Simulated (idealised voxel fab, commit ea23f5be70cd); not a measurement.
process module | voxel released beams
cross-section cut | 300 nm wide | cells 5 nm
A cross-section is a grid of square cells, given in bands from the top down. A band is one or more rows of cells.
Each band's line starts with the height of the band's top and of its bottom, in nm. Then come its materials from left to right, each with its width in nm. One material with "throughout" fills the band from edge to edge. "air" is empty space.
Height 0 is the level under which the wafer as received is all one material. The lowest band goes on downwards, as in "0 down".
A width such as "30 to 40" changes by the same amount from each row of cells to the next, from the band's top row to its bottom row.
"no change" after a step means that no cell of the cross-section changed.
closed voids: empty space of 8 cells or more with no open way to the top, each as width x height at its distance from the left edge, in nm
after a step's settings: what the simulator itself notes on the step
overlay nm, on a step with a mask: how far to the right of its planned place the mask lay; to the left if negative
plan
1 op RECEIVE | material Si
2 op CONFORMAL_DEP | material Al2O3 | thk nm 10
3 op DIRECTIONAL_DEP | material SiO2 | thk nm 10
4 op DIRECTIONAL_DEP | material aC | thk nm 10
5 op PATTERN | tone open | mask id ANCHOR | material resist | width nm 40 | thk nm 25 | overlay nm 0
6 op DIRECTIONAL_ETCH | etch materials aC | depth nm 10
7 op STRIP | etch materials resist
8 op DIRECTIONAL_ETCH | etch materials SiO2 | depth nm 10
9 op STRIP | etch materials aC
10 op CONFORMAL_DEP | material SiN | thk nm 15
11 op DIRECTIONAL_DEP | material aC | thk nm 15
12 op PATTERN | tone cover | mask id BEAM | material resist | width nm 100 | thk nm 30 | overlay nm 0
13 op DIRECTIONAL_ETCH | etch materials aC | depth nm 15
14 op STRIP | etch materials resist
15 op DIRECTIONAL_ETCH | etch materials SiN | depth nm 15
16 op STRIP | etch materials aC
17 op STRIP | etch materials SiO2
as received, after step 1
  0 down: Si throughout
  closed voids: none
a wafer at the end: this start, this plan, one mistake
  35 to 20: air 95 | SiN 100 | air 105
  20 to 10: Al2O3 throughout
  10 to 0: SiO2 throughout
  0 down: Si throughout
  closed voids: none
what went wrong: steps 2 and 3 were swapped
